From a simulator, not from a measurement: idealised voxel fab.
process module | voxel gate over fins
cross-section cut | 240 nm wide | cells 5 nm
A cross-section is a grid of square cells, given in bands from the top down. A band is one or more rows of cells.
Each band's line starts with the height of the band's top and of its bottom, in nm. Then come its materials from left to right, each with its width in nm. One material with "throughout" fills the band from edge to edge. "air" is empty space.
Height 0 is the level under which the wafer as received is all one material. The lowest band goes on downwards, as in "0 down".
A width such as "30 to 40" changes by the same amount from each row of cells to the next, from the band's top row to its bottom row.
"no change" after a step means that no cell of the cross-section changed.
closed voids: empty space of 8 cells or more with no open way to the top, each as width x height at its distance from the left edge, in nm
after a step's settings: what the simulator itself notes on the step
overlay nm, on a step with a mask: how far to the right of its planned place the mask lay; to the left if negative
plan
1 op RECEIVE | material Si
2 op CONFORMAL_DEP | material SiN | thk nm 5
3 op MASKED_ETCH | tone cover | mask id FINS | width nm 15 | pitch nm 40 | etch materials SiN | depth nm 5 | overlay nm 0
4 op MASKED_ETCH | tone cover | mask id FINS | width nm 15 | pitch nm 40 | etch materials Si | depth nm 40 | overlay nm 0
5 op OXIDIZE | depth nm 5
6 op FILL_DEP | material SiO2 | thk nm 15
7 op CMP | height nm 5
8 op SELECTIVE_ETCH | etch materials SiO2 | depth nm 15
9 op STRIP | etch materials SiN
10 op CONFORMAL_DEP | material HfO2 | thk nm 5
11 op CONFORMAL_DEP | material TiN | thk nm 5
12 op FILL_DEP | material W | thk nm 10
13 op CMP | height nm 15
14 op CONFORMAL_DEP | material SiCN | thk nm 5
as received, after step 1
  0 down: Si throughout
  closed voids: none
first wafer at the end, as planned
  20 to 15: SiCN throughout
  15 to 10: W throughout
  10 to 5: W 45 | TiN 25 | W 15 | TiN 25 | W 15 | TiN 25 | W 15 | TiN 25 | W 50
  5 to 0: W 45 | TiN 5 | HfO2 15 | TiN 5 | W 15 | TiN 5 | HfO2 15 | TiN 5 | W 15 | TiN 5 | HfO2 15 | TiN 5 | W 15 | TiN 5 | HfO2 15 | TiN 5 | W 50
  0 to -5: TiN 50 | HfO2 5 | Si 5 | HfO2 5 | TiN 25 | HfO2 5 | Si 5 | HfO2 5 | TiN 25 | HfO2 5 | Si 5 | HfO2 5 | TiN 25 | HfO2 5 | Si 5 | HfO2 5 | TiN 55
  -5 to -10: HfO2 55 | Si 5 | HfO2 35 | Si 5 | HfO2 35 | Si 5 | HfO2 35 | Si 5 | HfO2 60
  -10 to -45: SiO2 55 | Si 5 | SiO2 35 | Si 5 | SiO2 35 | Si 5 | SiO2 35 | Si 5 | SiO2 60
  -45 down: Si throughout
  closed voids: none
second wafer at the end: like start, like plan, one mistake
  20 to 15: SiCN throughout
  15 to 5: W throughout
  5 to 0: W 45 | TiN 25 | W 15 | TiN 25 | W 15 | TiN 25 | W 15 | TiN 25 | W 50
  0 to -5: TiN 50 | HfO2 15 | TiN 25 | HfO2 15 | TiN 25 | HfO2 15 | TiN 25 | HfO2 15 | TiN 55
  -5 to -10: HfO2 55 | Si 5 | HfO2 35 | Si 5 | HfO2 35 | Si 5 | HfO2 35 | Si 5 | HfO2 60
  -10 to -45: SiO2 55 | Si 5 | SiO2 35 | Si 5 | SiO2 35 | Si 5 | SiO2 35 | Si 5 | SiO2 60
  -45 down: Si throughout
  closed voids: none
what went wrong: step 2 was left out
at the end the second wafer has, in cells: 8 fewer of HfO2 | 4 fewer of Si | 8 fewer of TiN | 20 more of W
